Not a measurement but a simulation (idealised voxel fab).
Process module heading - voxel released beams
Shown is cross-section cut, with a width of 285 nm and square cells of size 5 nm.
A cross-section is a grid of square cells, given in bands from the top down. A band is one or more rows of cells. Top height, bottom height, nm. Materials left to right, width each, nm. Single material + "everywhere" = fills band edge to edge. "blank" = empty. Height reference: 0 = level under which incoming wafer is all one material. Lowest band: no bottom, runs on downward, e.g. "from 0 down". Width spec "30->40" -> top row of cells at first value, bottom row at second value, equal per-row change in between. "nothing was modified" (step): cross-section cells unchanged, all of them. Voids not open to the top, 8 cells minimum: see "Catalogued sealed voids". Written width x height at distance; distance is from the left edge; nm. Text after the settings on a step's line: the simulator's own remark on that step. If you see "overlay nm" on a step's line and that step has a mask, it's telling you how far right of where it was planned the mask ended up; a negative number means it went left instead.

### Intended process steps
step 1: RECEIVE [material Si]
step 2: CONFORMAL_DEP [material SiN] [thk nm 5]
step 3: DIRECTIONAL_DEP [material SiO2] [thk nm 20]
step 4: MASKED_ETCH [tone open] [mask id ANCHOR] [width nm 45] [etch materials SiO2] [depth nm 20] [overlay nm 0]
step 5: CONFORMAL_DEP [material polySi] [thk nm 15]
step 6: DIRECTIONAL_DEP [material aC] [thk nm 10]
step 7: PATTERN [tone cover] [mask id BEAM] [material resist] [width nm 95] [thk nm 30] [overlay nm 0]
step 8: DIRECTIONAL_ETCH [etch materials aC] [depth nm 10]
step 9: STRIP [etch materials resist]
step 10: DIRECTIONAL_ETCH [etch materials polySi] [depth nm 15]
step 11: STRIP [etch materials aC]
step 12: STRIP [etch materials SiO2]

### As-received wafer cross-section (after step 1)
  from 0 down | Si everywhere
  Catalogued sealed voids: none

### Cross-section at module end, one run error; start and plan unchanged from above
  from 40 to 25 | blank 90 nm; polySi 95 nm; blank 100 nm
  from 25 to 20 | SiN everywhere
  from 20 to 0 | SiO2 everywhere
  from 0 down | Si everywhere
  Catalogued sealed voids: none
Deviation noted in wafer processing: the executed order of steps 2 and 3 is the reverse of that specified in the plan, each step having taken the other's position
